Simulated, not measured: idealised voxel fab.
This is a process module. Its name is voxel self aligned vias.
Section shown: cut. Width: 185 nm. Cell size: 5 nm, square.
For the purposes of this document, a cross-section shall be understood as a grid of square cells, specified as bands listed in top-to-bottom order, each band consisting of one or more rows of cells. Band: top and bottom heights (nm) first, top before bottom; then materials from left to right, widths in nm. "throughout" marks a sole material filling the band edge to edge. "air" denotes empty space. Height reference: 0 = level under which incoming wafer is all one material. Lowest band: no bottom, runs on downward, e.g. "top 0, no bottom". The expression "30..40" gives the width at the extremes of the band, the first number at its top row of cells and the second at its bottom row, with the width changing by equal amounts from each row to the next in between. "nothing changed" for a step: no cell of the cross-section changed in that step. The entry titled "Closed void roster" provides the empty spaces that have no open way to the top, restricted to those of 8 cells or more. Each is presented as width x height at distance, the distance being measured from the left edge, with all three in nm. Text after the settings on a step's line: the simulator's own remark on that step. overlay nm: where the mask lay relative to plan, measured to the right, on steps with a mask; negatives go left.

Intended process steps
step 1: RECEIVE with material Si
step 2: CONFORMAL_DEP with material SiO2, thk nm 10
step 3: CONFORMAL_DEP with material SiCN, thk nm 5
step 4: DIRECTIONAL_DEP with material SiO2, thk nm 25
step 5: PATTERN with tone open, mask id LINES, material resist, width nm 25, pitch nm 55, thk nm 20, overlay nm 0
step 6: DIRECTIONAL_ETCH with etch materials SiO2, depth nm 25
step 7: STRIP with etch materials resist
step 8: CONFORMAL_DEP with material TiN, thk nm 5
step 9: FILL_DEP with material Ru, thk nm 5
step 10: CMP with height nm 40
step 11: SELECTIVE_ETCH with etch materials W Ru TiN, depth nm 5
step 12: FILL_DEP with material SiN, thk nm 5
step 13: CMP with height nm 40
step 14: DIRECTIONAL_DEP with material SiO2, thk nm 15
step 15: DIRECTIONAL_DEP with material aC, thk nm 10
step 16: PATTERN with tone open, mask id VIAS, material resist, width nm 35, thk nm 30, overlay nm 0
step 17: DIRECTIONAL_ETCH with etch materials aC, depth nm 10
step 18: STRIP with etch materials resist
step 19: DIRECTIONAL_ETCH with etch materials SiO2, depth nm 15
step 20: DIRECTIONAL_ETCH with etch materials SiN, depth nm 5
step 21: STRIP with etch materials aC
step 22: CONFORMAL_DEP with material TiN, thk nm 5
step 23: FILL_DEP with material Cu, thk nm 5
step 24: CMP with height nm 55
step 25: CONFORMAL_DEP with material SiN, thk nm 5

Here's what the wafer looked like in cross-section when it arrived - that's after step 1
    top 0, no bottom  Si throughout
    Closed void roster: none

As-planned run: cross-section of the first of two wafers at end of module
    top 60, bottom 55  SiN throughout
    top 55, bottom 45  SiO2 (45) / TiN (5) / Cu (25) / TiN (5) / SiO2 (105)
    top 45, bottom 40  SiO2 (45) / TiN (10) / Cu (15) / TiN (10) / SiO2 (105)
    top 40, bottom 35  SiO2 (50) / TiN (25) / SiO2 (30) / SiN (25) / SiO2 (55)
    top 35, bottom 20  SiO2 (50) / TiN (5) / Ru (15) / TiN (5) / SiO2 (30) / TiN (5) / Ru (15) / TiN (5) / SiO2 (55)
    top 20, bottom 15  SiO2 (50) / TiN (25) / SiO2 (30) / TiN (25) / SiO2 (55)
    top 15, bottom 10  SiCN throughout
    top 10, bottom 0  SiO2 throughout
    top 0, no bottom  Si throughout
    Closed void roster: none

Second of two wafers, module complete, sectioned: it shares the first wafer's start and plan but was run with one mistake
    top 60, bottom 55  SiN throughout
    top 55, bottom 40  SiO2 (45) / TiN (5) / Cu (25) / TiN (5) / SiO2 (105)
    top 40, bottom 35  SiN (45) / TiN (35) / SiN (105)
    top 35, bottom 20  SiO2 (50) / TiN (5) / Ru (15) / TiN (5) / SiO2 (30) / TiN (5) / Ru (15) / TiN (5) / SiO2 (55)
    top 20, bottom 15  SiO2 (50) / TiN (25) / SiO2 (30) / TiN (25) / SiO2 (55)
    top 15, bottom 10  SiCN throughout
    top 10, bottom 0  SiO2 throughout
    top 0, no bottom  Si throughout
    Closed void roster: none
Run error: step 4 deviated from plan and actually ran as DIRECTIONAL_DEP with material SiO2, thk nm 20
The closing comparison, in cells, has the second wafer with more or fewer of some materials than the first: 2 more of Cu; 25 more of SiN; 27 fewer of SiO2
